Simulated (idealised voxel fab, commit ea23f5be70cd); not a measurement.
The process module presented herein is designated voxel ribs on slabs.
Displayed cross-section: cut, width of 170 nm, square cells sized 5 nm.
In this document a cross-section is written as a grid of square cells. It is given as a series of bands, listed from the top down, and a band is one or more rows of cells.
First you get the band's top height and its bottom height, in nm, and then the materials it's made of, left to right, with each width in nm. If you see a single material with "everywhere", that one covers the band edge to edge. "air" is empty space.
It should be noted that heights are counted from 0, beneath which the wafer as supplied is of one material throughout, and that the lowest band possesses no lower boundary but continues downward, as written in "0 and below".
A two-number width, for instance "30 to 40", indicates that the width is equal to the first number in the top row of the band and to the second number in the bottom row, and that it changes by a constant amount per row of cells.
"no modification" after a step means that no cell of the cross-section changed.
"Enclosed cavity list" specifies each empty space that is not open to the top and that occupies no fewer than 8 cells, using the form width x height at distance, the distance measured from the left edge and all three quantities in nm.
Anything after a step's settings on that line? It's the simulator's own note about the step.
If you see "overlay nm" on a step's line and that step has a mask, it's telling you how far right of where it was planned the mask ended up; a negative number means it went left instead.

SO HERE'S THE LINEUP OF PROCESS STEPS WE PLANNED
| 1 | RECEIVE [material Si] |
| 2 | DIRECTIONAL_DEP [material SiO2] [thk nm 30] |
| 3 | DIRECTIONAL_DEP [material polySi] [thk nm 25] |
| 4 | MASKED_ETCH [tone cover] [mask id RIB] [width nm 30] [etch materials polySi] [depth nm 15] [overlay nm 0] |
| 5 | DIRECTIONAL_DEP [material aC] [thk nm 10] |
| 6 | PATTERN [tone cover] [mask id SLAB] [material resist] [width nm 80] [thk nm 25] [overlay nm 0] |
| 7 | DIRECTIONAL_ETCH [etch materials aC] [depth nm 10] |
| 8 | STRIP [etch materials resist] |
| 9 | DIRECTIONAL_ETCH [etch materials polySi] [depth nm 10] |
| 10 | STRIP [etch materials aC] |
| 11 | FILL_DEP [material SiO2] [thk nm 15] |
| 12 | CMP [height nm 65] |
| 13 | DIRECTIONAL_DEP [material TiN] [thk nm 10] |
| 14 | PATTERN [tone cover] [mask id HEATER] [material resist] [width nm 40] [thk nm 15] [overlay nm 0] |
| 15 | DIRECTIONAL_ETCH [etch materials TiN] [depth nm 10] |
| 16 | STRIP [etch materials resist] |
| 17 | CONFORMAL_DEP [material SiO2] [thk nm 10] |

RECEIVED-STATE CROSS-SECTION, REFLECTING COMPLETION OF STEP 1
> 0 and below | Si everywhere
> Enclosed cavity list: none

FIGURE: CROSS-SECTIONAL VIEW OF THE WAFER UPON COMPLETION OF THE MODULE, PROCESSED FROM THE INITIAL STATE AND ACCORDING TO THE PLAN DEPICTED ABOVE, WITH ONE ERROR INTRODUCED DURING EXECUTION
> 85 down to 75 | air 55, then SiO2 60, then air 55
> 75 down to 65 | SiO2 65, then TiN 40, then SiO2 65
> 65 down to 55 | SiO2 everywhere
> 55 down to 40 | SiO2 70, then polySi 35, then SiO2 65
> 40 down to 30 | SiO2 45, then polySi 80, then SiO2 45
> 30 down to 0 | SiO2 everywhere
> 0 and below | Si everywhere
> Enclosed cavity list: none
It is concluded that the wafer was processed incorrectly with respect to the plan, in that so step 4 ended up running with a different setting than we planned, it ran as MASKED_ETCH [tone cover] [mask id RIB] [width nm 35] [etch materials polySi] [depth nm 15] [overlay nm 0]
